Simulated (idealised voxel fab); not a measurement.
A process module follows: voxel air gaps.
Displayed cross-section: cut, width of 155 nm, square cells sized 5 nm.
Just so we're on the same page, the cross-sections are grids of square cells, and they're listed out in bands top to bottom, each band one or more rows deep. Within each band entry, the heights of the top and of the bottom of the band appear first, in that order and in nm; the materials of the band then follow from left to right, each with its corresponding width in nm. The designation "all across" on a single material indicates that it fills the band from edge to edge; the designation "blank" indicates empty space. All heights in this document are referenced to 0, defined as the level beneath which the wafer, as received, consists entirely of one material. The lowest band is not bounded below; it extends indefinitely downward and is written in the form "0 -> down". When a width is written as two numbers, as in "30->40", the first number is the width in the top row of cells of the band and the second is the width in its bottom row, and the width changes by the same amount from each row to the next. "same as before" for a step: no cell of the cross-section changed in that step. Closed empty spaces (no open way to the top) of 8 cells or more are what "closed voids" lists, each as width x height at distance from the left edge, nm for all three. Heads up: the bit after the settings on a step's line is the simulator's remark on that step. The optional step-line setting "overlay nm" applies to steps with a mask and quantifies how far to the right of its planned location the mask lay, a negative value indicating leftward placement.
### plan
1: RECEIVE [material Si]
2: CONFORMAL_DEP [material SiO2] [thk nm 10]
3: CONFORMAL_DEP [material SiCN] [thk nm 5]
4: DIRECTIONAL_DEP [material lowk] [thk nm 30]
5: DIRECTIONAL_DEP [material aC] [thk nm 10]
6: PATTERN [tone open] [mask id LINES] [material resist] [width nm 20] [pitch nm 45] [thk nm 25] [overlay nm 0]
7: DIRECTIONAL_ETCH [etch materials aC] [depth nm 10]
8: STRIP [etch materials resist]
9: DIRECTIONAL_ETCH [etch materials lowk] [depth nm 30]
10: STRIP [etch materials aC]
11: CONFORMAL_DEP [material TiN] [thk nm 5]
12: FILL_DEP [material Cu] [thk nm 5]
13: CMP [height nm 45]
14: EPI [material Ru] [thk nm 10]
15: SELECTIVE_ETCH [etch materials lowk] [depth nm 40]
16: CONFORMAL_DEP [material SiCN] [thk nm 5]
### First wafer, two in total, run as planned
### As received (post step 1): cross-section
> 0 -> down = Si all across
> closed voids: none
### After step 2, in cross-section
> 10 -> 0 = SiO2 all across
> Everything under 0 stays put, no change at all.
### After step 3, in cross-section
> 15 -> 10 = SiCN all across
> Everything under 10 stays put, no change at all.
### After step 4, in cross-section
> 45 -> 15 = lowk all across
> Everything under 15 stays put, no change at all.
### After step 5, in cross-section
> 55 -> 45 = aC all across
> Everything under 45 stays put, no change at all.
### After step 6, in cross-section
> 80 -> 55 = 20 of resist, then 20 of blank, then 25 of resist, then 20 of blank, then 25 of resist, then 20 of blank, then 25 of resist
> Everything under 55 stays put, no change at all.
### After step 7, in cross-section
> 70 -> 55 = 20 of resist, then 20 of blank, then 25 of resist, then 20 of blank, then 25 of resist, then 20 of blank, then 25 of resist
> 55 -> 45 = 20 of aC, then 20 of blank, then 25 of aC, then 20 of blank, then 25 of aC, then 20 of blank, then 25 of aC
> Everything under 45 stays put, no change at all.
### After step 8, in cross-section
> 55 -> 45 = 20 of aC, then 20 of blank, then 25 of aC, then 20 of blank, then 25 of aC, then 20 of blank, then 25 of aC
> Everything under 45 stays put, no change at all.
### After step 9, in cross-section
> 55 -> 45 = 20 of aC, then 20 of blank, then 25 of aC, then 20 of blank, then 25 of aC, then 20 of blank, then 25 of aC
> 45 -> 15 = 20 of lowk, then 20 of blank, then 25 of lowk, then 20 of blank, then 25 of lowk, then 20 of blank, then 25 of lowk
> Everything under 15 stays put, no change at all.
### After step 10, in cross-section
> 45 -> 15 = 20 of lowk, then 20 of blank, then 25 of lowk, then 20 of blank, then 25 of lowk, then 20 of blank, then 25 of lowk
> Everything under 15 stays put, no change at all.
### After step 11, in cross-section
> 50 -> 45 = 25 of TiN, then 10 of blank, then 35 of TiN, then 10 of blank, then 35 of TiN, then 10 of blank, then 30 of TiN
> 45 -> 20 = 20 of lowk, then 5 of TiN, then 10 of blank, then 5 of TiN, then 25 of lowk, then 5 of TiN, then 10 of blank, then 5 of TiN, then 25 of lowk, then 5 of TiN, then 10 of blank, then 5 of TiN, then 25 of lowk
> 20 -> 15 = 20 of lowk, then 20 of TiN, then 25 of lowk, then 20 of TiN, then 25 of lowk, then 20 of TiN, then 25 of lowk
> Everything under 15 stays put, no change at all.
### After step 12, in cross-section
> 55 -> 50 = Cu all across
> 50 -> 45 = 25 of TiN, then 10 of Cu, then 35 of TiN, then 10 of Cu, then 35 of TiN, then 10 of Cu, then 30 of TiN
> 45 -> 20 = 20 of lowk, then 5 of TiN, then 10 of Cu, then 5 of TiN, then 25 of lowk, then 5 of TiN, then 10 of Cu, then 5 of TiN, then 25 of lowk, then 5 of TiN, then 10 of Cu, then 5 of TiN, then 25 of lowk
> Everything under 20 stays put, no change at all.
### After step 13, in cross-section
> 45 -> 20 = 20 of lowk, then 5 of TiN, then 10 of Cu, then 5 of TiN, then 25 of lowk, then 5 of TiN, then 10 of Cu, then 5 of TiN, then 25 of lowk, then 5 of TiN, then 10 of Cu, then 5 of TiN, then 25 of lowk
> Everything under 20 stays put, no change at all.
### After step 14, in cross-section
> 55 -> 45 = 10 of blank, then 40 of Ru, then 5 of blank, then 40 of Ru, then 5 of blank, then 40 of Ru, then 15 of blank
> Everything under 45 stays put, no change at all.
### After step 15, in cross-section
> 55 -> 45 = 10 of blank, then 40 of Ru, then 5 of blank, then 40 of Ru, then 5 of blank, then 40 of Ru, then 15 of blank
> 45 -> 20 = 20 of blank, then 5 of TiN, then 10 of Cu, then 5 of TiN, then 25 of blank, then 5 of TiN, then 10 of Cu, then 5 of TiN, then 25 of blank, then 5 of TiN, then 10 of Cu, then 5 of TiN, then 25 of blank
> 20 -> 15 = 20 of blank, then 20 of TiN, then 25 of blank, then 20 of TiN, then 25 of blank, then 20 of TiN, then 25 of blank
> Everything under 15 stays put, no change at all.
### After step 16, in cross-section
> 60 -> 55 = 5 of blank, then 140 of SiCN, then 10 of blank
> 55 -> 45 = 5 of blank, then 5 of SiCN, then 40 of Ru, then 5 of SiCN, then 40 of Ru, then 5 of SiCN, then 40 of Ru, then 5 of SiCN, then 10 of blank
> 45 -> 40 = 5 of blank, then 15 of SiCN, then 5 of TiN, then 10 of Cu, then 5 of TiN, then 25 of SiCN, then 5 of TiN, then 10 of Cu, then 5 of TiN, then 25 of SiCN, then 5 of TiN, then 10 of Cu, then 5 of TiN, then 15 of SiCN, then 10 of blank
> 40 -> 20 = 15 of blank, then 5 of SiCN, then 5 of TiN, then 10 of Cu, then 5 of TiN, then 5 of SiCN, then 15 of blank, then 5 of SiCN, then 5 of TiN, then 10 of Cu, then 5 of TiN, then 5 of SiCN, then 15 of blank, then 5 of SiCN, then 5 of TiN, then 10 of Cu, then 5 of TiN, then 5 of SiCN, then 20 of blank
> 20 -> 15 = 20 of SiCN, then 20 of TiN, then 25 of SiCN, then 20 of TiN, then 25 of SiCN, then 20 of TiN, then 25 of SiCN
> Everything under 15 stays put, no change at all.
> closed voids: 15 x 20 at 45; 15 x 20 at 90
### The Second Wafer: Common Origin and Plan, One Mistake in Execution, Identical to the First Through Step 1
### The second wafer cut through, at the time step 2 was supposed to be finished
> 15 -> 0 = SiO2 all across
> Everything under 0 stays put, no change at all.
### The second wafer cut through, at the time step 3 was supposed to be finished
> 20 -> 15 = SiCN all across
> Everything under 15 stays put, no change at all.
### The second wafer cut through, at the time step 4 was supposed to be finished
> 50 -> 20 = lowk all across
> Everything under 20 stays put, no change at all.
### The second wafer cut through, at the time step 5 was supposed to be finished
> 60 -> 50 = aC all across
> Everything under 50 stays put, no change at all.
### The second wafer cut through, at the time step 6 was supposed to be finished
> 85 -> 60 = 20 of resist, then 20 of blank, then 25 of resist, then 20 of blank, then 25 of resist, then 20 of blank, then 25 of resist
> Everything under 60 stays put, no change at all.
### The second wafer cut through, at the time step 7 was supposed to be finished
> 75 -> 60 = 20 of resist, then 20 of blank, then 25 of resist, then 20 of blank, then 25 of resist, then 20 of blank, then 25 of resist
> 60 -> 50 = 20 of aC, then 20 of blank, then 25 of aC, then 20 of blank, then 25 of aC, then 20 of blank, then 25 of aC
> Everything under 50 stays put, no change at all.
### The second wafer cut through, at the time step 8 was supposed to be finished
> 60 -> 50 = 20 of aC, then 20 of blank, then 25 of aC, then 20 of blank, then 25 of aC, then 20 of blank, then 25 of aC
> Everything under 50 stays put, no change at all.
### The second wafer cut through, at the time step 9 was supposed to be finished
> 60 -> 50 = 20 of aC, then 20 of blank, then 25 of aC, then 20 of blank, then 25 of aC, then 20 of blank, then 25 of aC
> 50 -> 20 = 20 of lowk, then 20 of blank, then 25 of lowk, then 20 of blank, then 25 of lowk, then 20 of blank, then 25 of lowk
> Everything under 20 stays put, no change at all.
### The second wafer cut through, at the time step 10 was supposed to be finished
> 50 -> 20 = 20 of lowk, then 20 of blank, then 25 of lowk, then 20 of blank, then 25 of lowk, then 20 of blank, then 25 of lowk
> Everything under 20 stays put, no change at all.
### The second wafer cut through, at the time step 11 was supposed to be finished
> 55 -> 50 = 25 of TiN, then 10 of blank, then 35 of TiN, then 10 of blank, then 35 of TiN, then 10 of blank, then 30 of TiN
> 50 -> 25 = 20 of lowk, then 5 of TiN, then 10 of blank, then 5 of TiN, then 25 of lowk, then 5 of TiN, then 10 of blank, then 5 of TiN, then 25 of lowk, then 5 of TiN, then 10 of blank, then 5 of TiN, then 25 of lowk
> 25 -> 20 = 20 of lowk, then 20 of TiN, then 25 of lowk, then 20 of TiN, then 25 of lowk, then 20 of TiN, then 25 of lowk
> Everything under 20 stays put, no change at all.
### The second wafer cut through, at the time step 12 was supposed to be finished
> 60 -> 55 = Cu all across
> 55 -> 50 = 25 of TiN, then 10 of Cu, then 35 of TiN, then 10 of Cu, then 35 of TiN, then 10 of Cu, then 30 of TiN
> 50 -> 25 = 20 of lowk, then 5 of TiN, then 10 of Cu, then 5 of TiN, then 25 of lowk, then 5 of TiN, then 10 of Cu, then 5 of TiN, then 25 of lowk, then 5 of TiN, then 10 of Cu, then 5 of TiN, then 25 of lowk
> Everything under 25 stays put, no change at all.
### The second wafer cut through, at the time step 13 was supposed to be finished
> 45 -> 25 = 20 of lowk, then 5 of TiN, then 10 of Cu, then 5 of TiN, then 25 of lowk, then 5 of TiN, then 10 of Cu, then 5 of TiN, then 25 of lowk, then 5 of TiN, then 10 of Cu, then 5 of TiN, then 25 of lowk
> Everything under 25 stays put, no change at all.
### The second wafer cut through, at the time step 14 was supposed to be finished
> 55 -> 45 = 10 of blank, then 40 of Ru, then 5 of blank, then 40 of Ru, then 5 of blank, then 40 of Ru, then 15 of blank
> Everything under 45 stays put, no change at all.
### The second wafer cut through, at the time step 15 was supposed to be finished
> 55 -> 45 = 10 of blank, then 40 of Ru, then 5 of blank, then 40 of Ru, then 5 of blank, then 40 of Ru, then 15 of blank
> 45 -> 25 = 20 of blank, then 5 of TiN, then 10 of Cu, then 5 of TiN, then 25 of blank, then 5 of TiN, then 10 of Cu, then 5 of TiN, then 25 of blank, then 5 of TiN, then 10 of Cu, then 5 of TiN, then 25 of blank
> 25 -> 20 = 20 of blank, then 20 of TiN, then 25 of blank, then 20 of TiN, then 25 of blank, then 20 of TiN, then 25 of blank
> Everything under 20 stays put, no change at all.
### The second wafer cut through, at the time step 16 was supposed to be finished
> 60 -> 55 = 5 of blank, then 140 of SiCN, then 10 of blank
> 55 -> 45 = 5 of blank, then 5 of SiCN, then 40 of Ru, then 5 of SiCN, then 40 of Ru, then 5 of SiCN, then 40 of Ru, then 5 of SiCN, then 10 of blank
> 45 -> 40 = 5 of blank, then 15 of SiCN, then 5 of TiN, then 10 of Cu, then 5 of TiN, then 25 of SiCN, then 5 of TiN, then 10 of Cu, then 5 of TiN, then 25 of SiCN, then 5 of TiN, then 10 of Cu, then 5 of TiN, then 15 of SiCN, then 10 of blank
> 40 -> 25 = 15 of blank, then 5 of SiCN, then 5 of TiN, then 10 of Cu, then 5 of TiN, then 5 of SiCN, then 15 of blank, then 5 of SiCN, then 5 of TiN, then 10 of Cu, then 5 of TiN, then 5 of SiCN, then 15 of blank, then 5 of SiCN, then 5 of TiN, then 10 of Cu, then 5 of TiN, then 5 of SiCN, then 20 of blank
> 25 -> 20 = 20 of SiCN, then 20 of TiN, then 25 of SiCN, then 20 of TiN, then 25 of SiCN, then 20 of TiN, then 25 of SiCN
> Everything under 20 stays put, no change at all.
> closed voids: 15 x 15 at 45; 15 x 15 at 90
What broke from the plan during processing? step 2, actual vs plan mismatch, actual run CONFORMAL_DEP [material SiO2] [thk nm 15]
Once processing is complete, comparing cell counts shows that the second wafer has more or fewer of certain materials than the first: 6 fewer of Cu | 6 fewer of SiCN | 31 more of SiO2 | 6 fewer of TiN
